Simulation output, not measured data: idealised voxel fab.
voxel self aligned contacts: a process module
Square cells of 5 nm make up the cross-section cut, whose width is 235 nm.
Cross-section = grid of square cells, listed top down in bands; band = one or more rows.
A band entry consists of two parts. The first gives the height of the band's top and the height of its bottom, in nm. The rest lists the band's materials from left to right, each with its width in nm. A single material labelled with the word "all across" fills the band from edge to edge, and the word "air" marks empty space.
The reference from which all heights are counted is 0, the level beneath which the as-received wafer is entirely one material; the lowest band, having no lower bound, proceeds downward and is written after the example "0 nm and below".
So if you see something like "30..40" for the width, read it as the top row of the band sitting at the first number and the bottom row at the second, with every row in between moving by the same amount as the last.
"no change occurred" for a step: no cell of the cross-section changed in that step.
Listed in "Fully enclosed voids": every empty space of 8 or more cells without an open way to the top. Form: width x height at distance, the distance being from the left edge, all in nm.
Whatever follows a step's settings on its line is a remark the simulator itself makes about that step.
Steps that use a mask can have "overlay nm" on their line. It says how far the mask sat to the right of where it was meant to be. Negative means to the left.

# The steps planned for the process are as follows
step 1: RECEIVE,material Si
step 2: OXIDIZE,depth nm 5
step 3: DIRECTIONAL_DEP,material polySi,thk nm 20
step 4: DIRECTIONAL_DEP,material SiN,thk nm 20
step 5: MASKED_ETCH,tone cover,mask id GATE,width nm 30,pitch nm 70,etch materials SiN,depth nm 20,overlay nm 0
step 6: MASKED_ETCH,tone cover,mask id GATE,width nm 30,pitch nm 70,etch materials polySi,depth nm 20,overlay nm 0
step 7: CONFORMAL_DEP,material SiN,thk nm 10
step 8: DIRECTIONAL_ETCH,etch materials SiN,depth nm 10
step 9: FILL_DEP,material SiO2,thk nm 10
step 10: CMP,height nm 45
step 11: DIRECTIONAL_DEP,material aC,thk nm 10
step 12: PATTERN,tone open,mask id CONTACT,material resist,width nm 50,thk nm 30,overlay nm 0
step 13: DIRECTIONAL_ETCH,etch materials aC,depth nm 10
step 14: STRIP,etch materials resist
step 15: DIRECTIONAL_ETCH,etch materials SiO2,depth nm 50
step 16: STRIP,etch materials aC
step 17: CONFORMAL_DEP,material TiN,thk nm 5
step 18: FILL_DEP,material Ru,thk nm 10
step 19: CMP,height nm 45
step 20: CONFORMAL_DEP,material SiN,thk nm 5

# The first wafer of two, processed as planned

# As-received state of the wafer in cross-section, equivalent to post-step 1
    0 nm and below = Si all across
    Fully enclosed voids: none

# Step 2 complete: cross-section through the wafer
    0 nm to -5 nm = SiO2 all across
    Beneath the level -5, the cross-section is identical to its previous state.

# Step 3 complete: cross-section through the wafer
    20 nm to 0 nm = polySi all across
    Beneath the level 0, the cross-section is identical to its previous state.

# Step 4 complete: cross-section through the wafer
    40 nm to 20 nm = SiN all across
    Beneath the level 20, the cross-section is identical to its previous state.

# Step 5 complete: cross-section through the wafer
    40 nm to 20 nm = air 65, SiN 30, air 40, SiN 30, air 70
    Beneath the level 20, the cross-section is identical to its previous state.

# Step 6 complete: cross-section through the wafer
    40 nm to 20 nm = air 65, SiN 30, air 40, SiN 30, air 70
    20 nm to 0 nm = air 65, polySi 30, air 40, polySi 30, air 70
    Beneath the level 0, the cross-section is identical to its previous state.

# Step 7 complete: cross-section through the wafer
    50 nm to 20 nm = air 55, SiN 50, air 20, SiN 50, air 60
    20 nm to 10 nm = air 55, SiN 10, polySi 30, SiN 10, air 20, SiN 10, polySi 30, SiN 10, air 60
    10 nm to 0 nm = SiN 65, polySi 30, SiN 40, polySi 30, SiN 70
    Beneath the level 0, the cross-section is identical to its previous state.

# Step 8 complete: cross-section through the wafer
    40 nm to 20 nm = air 55, SiN 50, air 20, SiN 50, air 60
    20 nm to 0 nm = air 55, SiN 10, polySi 30, SiN 10, air 20, SiN 10, polySi 30, SiN 10, air 60
    Beneath the level 0, the cross-section is identical to its previous state.

# Step 9 complete: cross-section through the wafer
    50 nm to 40 nm = SiO2 all across
    40 nm to 20 nm = SiO2 55, SiN 50, SiO2 20, SiN 50, SiO2 60
    20 nm to 0 nm = SiO2 55, SiN 10, polySi 30, SiN 10, SiO2 20, SiN 10, polySi 30, SiN 10, SiO2 60
    Beneath the level 0, the cross-section is identical to its previous state.

# Step 10 complete: cross-section through the wafer
    45 nm to 40 nm = SiO2 all across
    Beneath the level 40, the cross-section is identical to its previous state.

# Step 11 complete: cross-section through the wafer
    55 nm to 45 nm = aC all across
    Beneath the level 45, the cross-section is identical to its previous state.

# Step 12 complete: cross-section through the wafer
    85 nm to 55 nm = resist 90, air 50, resist 95
    Beneath the level 55, the cross-section is identical to its previous state.

# Step 13 complete: cross-section through the wafer
    75 nm to 55 nm = resist 90, air 50, resist 95
    55 nm to 45 nm = aC 90, air 50, aC 95
    Beneath the level 45, the cross-section is identical to its previous state.

# Step 14 complete: cross-section through the wafer
    55 nm to 45 nm = aC 90, air 50, aC 95
    Beneath the level 45, the cross-section is identical to its previous state.

# Step 15 complete: cross-section through the wafer
    55 nm to 45 nm = aC 90, air 50, aC 95
    45 nm to 40 nm = SiO2 90, air 50, SiO2 95
    40 nm to 20 nm = SiO2 55, SiN 50, air 20, SiN 50, SiO2 60
    20 nm to 0 nm = SiO2 55, SiN 10, polySi 30, SiN 10, air 20, SiN 10, polySi 30, SiN 10, SiO2 60
    0 nm to -5 nm = SiO2 105, air 20, SiO2 110
    Beneath the level -5, the cross-section is identical to its previous state.

# Step 16 complete: cross-section through the wafer
    45 nm to 40 nm = SiO2 90, air 50, SiO2 95
    Beneath the level 40, the cross-section is identical to its previous state.

# Step 17 complete: cross-section through the wafer
    50 nm to 45 nm = TiN 95, air 40, TiN 100
    45 nm to 40 nm = SiO2 90, TiN 20, air 10, TiN 20, SiO2 95
    40 nm to 20 nm = SiO2 55, SiN 50, TiN 5, air 10, TiN 5, SiN 50, SiO2 60
    20 nm to 0 nm = SiO2 55, SiN 10, polySi 30, SiN 10, TiN 5, air 10, TiN 5, SiN 10, polySi 30, SiN 10, SiO2 60
    0 nm to -5 nm = SiO2 105, TiN 20, SiO2 110
    Beneath the level -5, the cross-section is identical to its previous state.

# Step 18 complete: cross-section through the wafer
    60 nm to 50 nm = Ru all across
    50 nm to 45 nm = TiN 95, Ru 40, TiN 100
    45 nm to 40 nm = SiO2 90, TiN 20, Ru 10, TiN 20, SiO2 95
    40 nm to 20 nm = SiO2 55, SiN 50, TiN 5, Ru 10, TiN 5, SiN 50, SiO2 60
    20 nm to 0 nm = SiO2 55, SiN 10, polySi 30, SiN 10, TiN 5, Ru 10, TiN 5, SiN 10, polySi 30, SiN 10, SiO2 60
    Beneath the level 0, the cross-section is identical to its previous state.

# Step 19 complete: cross-section through the wafer
    45 nm to 40 nm = SiO2 90, TiN 20, Ru 10, TiN 20, SiO2 95
    Beneath the level 40, the cross-section is identical to its previous state.

# Step 20 complete: cross-section through the wafer
    50 nm to 45 nm = SiN all across
    Beneath the level 45, the cross-section is identical to its previous state.

# Second Wafer (Identical Start and Plan, One Processing Error; Matches First Wafer Through Step 18)

when step 19 should have ended: no change occurred

# when step 20 should have ended
    65 nm to 60 nm = SiN all across
    Beneath the level 60, the cross-section is identical to its previous state.
What went wrong in running the wafer? skipped: plan step 19 (never run)
FYI, end of process, the second wafer has more or fewer cells of some materials than the first: Ru: 102 more, TiN: 39 more
